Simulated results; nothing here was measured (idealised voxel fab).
This section sets out a process module, namely voxel released beams.
The width of the displayed cross-section, cut, is 210 nm; its cells are square, with a size of 5 nm.
Heads up, the way a cross-section reads in here is a grid of square cells, handed over as bands from the top down, with every band being one or more rows of cells. Per band: top height and bottom height in nm, followed by the left-to-right materials and their widths in nm; "full width" marks a single material spanning edge to edge, "air" marks empty space. Measure heights from 0. That's the level where, below it, the as-received wafer is all one material. The lowest band is bottomless and extends downward; write it as in "0 down". So if you see something like "30 to 40" for the width, read it as the top row of the band sitting at the first number and the bottom row at the second, with every row in between moving by the same amount as the last. "nothing got changed" (step): cross-section cells unchanged, all of them. Look at "Enclosed internal cavities" for the closed voids: empty spaces with no open path to the top, sized 8 cells or up. Each is width x height at distance, distance from the left edge, all nm. On each step's line, the part that comes after the settings is the simulator's own comment on the step. The "overlay nm" setting may appear on a step's line; for a step that uses a mask, it gives how far to the right of its planned position the mask lay, and a negative value indicates the left.
BELOW IS THE LIST OF PLANNED PROCESS STEPS
1 RECEIVE with material Si
2 CONFORMAL_DEP with material Al2O3, thk nm 10
3 DIRECTIONAL_DEP with material SiO2, thk nm 20
4 PATTERN with tone open, mask id ANCHOR, material resist, width nm 35, thk nm 20, overlay nm 0
5 DIRECTIONAL_ETCH with etch materials SiO2, depth nm 20
6 STRIP with etch materials resist
7 CONFORMAL_DEP with material polySi, thk nm 15
8 MASKED_ETCH with tone cover, mask id BEAM, width nm 115, etch materials polySi, depth nm 15, overlay nm 0
9 STRIP with etch materials SiO2
ACCOUNT OF THE FIRST OF TWO WAFERS, WHICH WAS PROCESSED AS INTENDED
CROSS-SECTION, INCOMING MATERIAL, AFTER STEP 1
	0 down = Si full width
	Enclosed internal cavities: none
CROSS-SECTION: WAFER STATE AFTER STEP 2
	10 to 0 = Al2O3 full width
	All layers under 0 are left as they were.
CROSS-SECTION: WAFER STATE AFTER STEP 3
	30 to 10 = SiO2 full width
	All layers under 10 are left as they were.
CROSS-SECTION: WAFER STATE AFTER STEP 4
	50 to 30 = 50 nm resist; 35 nm air; 125 nm resist
	All layers under 30 are left as they were.
CROSS-SECTION: WAFER STATE AFTER STEP 5
	50 to 30 = 50 nm resist; 35 nm air; 125 nm resist
	30 to 10 = 50 nm SiO2; 35 nm air; 125 nm SiO2
	All layers under 10 are left as they were.
CROSS-SECTION: WAFER STATE AFTER STEP 6
	30 to 10 = 50 nm SiO2; 35 nm air; 125 nm SiO2
	All layers under 10 are left as they were.
CROSS-SECTION: WAFER STATE AFTER STEP 7
	45 to 30 = 65 nm polySi; 5 nm air; 140 nm polySi
	30 to 25 = 50 nm SiO2; 15 nm polySi; 5 nm air; 15 nm polySi; 125 nm SiO2
	25 to 10 = 50 nm SiO2; 35 nm polySi; 125 nm SiO2
	All layers under 10 are left as they were.
CROSS-SECTION: WAFER STATE AFTER STEP 8
	45 to 30 = 45 nm air; 20 nm polySi; 5 nm air; 90 nm polySi; 50 nm air
	All layers under 30 are left as they were.
CROSS-SECTION: WAFER STATE AFTER STEP 9
	45 to 30 = 45 nm air; 20 nm polySi; 5 nm air; 90 nm polySi; 50 nm air
	30 to 25 = 50 nm air; 15 nm polySi; 5 nm air; 15 nm polySi; 125 nm air
	25 to 10 = 50 nm air; 35 nm polySi; 125 nm air
	All layers under 10 are left as they were.
THE SECOND WAFER: COMMON ORIGIN AND PLAN, ONE MISTAKE IN EXECUTION, IDENTICAL TO THE FIRST THROUGH STEP 1
X-section, second wafer, when step 2 was due to finish: nothing got changed
X-SECTION, SECOND WAFER, WHEN STEP 3 WAS DUE TO FINISH
	20 to 0 = SiO2 full width
	All layers under 0 are left as they were.
X-SECTION, SECOND WAFER, WHEN STEP 4 WAS DUE TO FINISH
	40 to 20 = 50 nm resist; 35 nm air; 125 nm resist
	All layers under 20 are left as they were.
X-SECTION, SECOND WAFER, WHEN STEP 5 WAS DUE TO FINISH
	40 to 20 = 50 nm resist; 35 nm air; 125 nm resist
	20 to 0 = 50 nm SiO2; 35 nm air; 125 nm SiO2
	All layers under 0 are left as they were.
X-SECTION, SECOND WAFER, WHEN STEP 6 WAS DUE TO FINISH
	20 to 0 = 50 nm SiO2; 35 nm air; 125 nm SiO2
	All layers under 0 are left as they were.
X-SECTION, SECOND WAFER, WHEN STEP 7 WAS DUE TO FINISH
	35 to 20 = 65 nm polySi; 5 nm air; 140 nm polySi
	20 to 15 = 50 nm SiO2; 15 nm polySi; 5 nm air; 15 nm polySi; 125 nm SiO2
	15 to 0 = 50 nm SiO2; 35 nm polySi; 125 nm SiO2
	All layers under 0 are left as they were.
X-SECTION, SECOND WAFER, WHEN STEP 8 WAS DUE TO FINISH
	35 to 20 = 45 nm air; 20 nm polySi; 5 nm air; 90 nm polySi; 50 nm air
	All layers under 20 are left as they were.
X-SECTION, SECOND WAFER, WHEN STEP 9 WAS DUE TO FINISH
	35 to 20 = 45 nm air; 20 nm polySi; 5 nm air; 90 nm polySi; 50 nm air
	20 to 15 = 50 nm air; 15 nm polySi; 5 nm air; 15 nm polySi; 125 nm air
	15 to 0 = 50 nm air; 35 nm polySi; 125 nm air
	All layers under 0 are left as they were.
Deviation noted in wafer processing: step 2 of the plan was excluded from execution and never run
In the final state, the cell counts of the second wafer exceed or fall short of those of the first for the following materials: Al2O3: 84 fewer
